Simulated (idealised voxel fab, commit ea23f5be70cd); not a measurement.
This section sets out a process module, namely voxel released beams.
We display cut, a cross-section 205 nm in width whose square cells are each 5 nm.
Just so we're on the same page, the cross-sections are grids of square cells, and they're listed out in bands top to bottom, each band one or more rows deep.
This entry defines a band. It first specifies the height of the band's top and the height of its bottom in nm, and then specifies the band's materials from left to right, stating each material with its width in nm. The word "all across" identifies a single material that fills the band from edge to edge, while the word "empty" identifies empty space.
Height datum 0, below which the as-received substrate wafer is one material. Lowest band open at the bottom, running downward: "top 0, no bottom".
It should be noted that a width expressed as "30 to 40" varies in equal increments from row to row of cells within the band, taking the value of the first number at the top row and that of the second number at the bottom row.
Step marked "remains unaltered"? Then no cell in the cross-section changed in it.
In the "Sealed cavities" entry, you get each enclosed empty space of 8 cells or more, one with no open way to the top, written width x height at distance, distance from the left edge, in nm.
If you see something after the settings on a step's line, that's the simulator's own remark about that step.
For masked steps, "overlay nm" on the step line gives how far right of plan the mask actually lay; a minus sign means it lay to the left.
Process steps - plan:
| 1 | RECEIVE (material Si) |
| 2 | CONFORMAL_DEP (material Al2O3; thk nm 10) |
| 3 | DIRECTIONAL_DEP (material SiO2; thk nm 15) |
| 4 | PATTERN (tone open; mask id ANCHOR; material resist; width nm 35; thk nm 20; overlay nm 0) |
| 5 | DIRECTIONAL_ETCH (etch materials SiO2; depth nm 15) |
| 6 | STRIP (etch materials resist) |
| 7 | CONFORMAL_DEP (material polySi; thk nm 10) |
| 8 | DIRECTIONAL_DEP (material aC; thk nm 10) |
| 9 | PATTERN (tone cover; mask id BEAM; material resist; width nm 100; thk nm 30; overlay nm 0) |
| 10 | DIRECTIONAL_ETCH (etch materials aC; depth nm 10) |
| 11 | STRIP (etch materials resist) |
| 12 | DIRECTIONAL_ETCH (etch materials polySi; depth nm 10) |
| 13 | STRIP (etch materials aC) |
| 14 | STRIP (etch materials SiO2) |
Wafer at receipt (post step 1), cross-section:
> top 0, no bottom: Si all across
> Sealed cavities: none
Cross-sectional image of the first of two wafers at the end of the module, the run having proceeded as planned:
> top 35, bottom 25: empty=50, polySi=15, empty=15, polySi=70, empty=55
> top 25, bottom 20: empty=55, polySi=10, empty=15, polySi=10, empty=115
> top 20, bottom 10: empty=55, polySi=35, empty=115
> top 10, bottom 0: Al2O3 all across
> top 0, no bottom: Si all across
> Sealed cavities: none
Cross-section of the latter of the two wafers at module completion. It had an identical start and an identical plan to the former; in running it, one mistake was made:
> top 40, bottom 30: empty=50, polySi=15, empty=15, polySi=70, empty=55
> top 30, bottom 25: empty=55, polySi=10, empty=15, polySi=10, empty=115
> top 25, bottom 15: empty=55, polySi=35, empty=115
> top 15, bottom 0: Al2O3 all across
> top 0, no bottom: Si all across
> Sealed cavities: none
In executing the process, a mistake was made relative to the plan: contrary to plan, step 2 was performed as CONFORMAL_DEP (material Al2O3; thk nm 15)
Final wafer comparison in cells, second versus first, more or fewer per material: Al2O3 +41
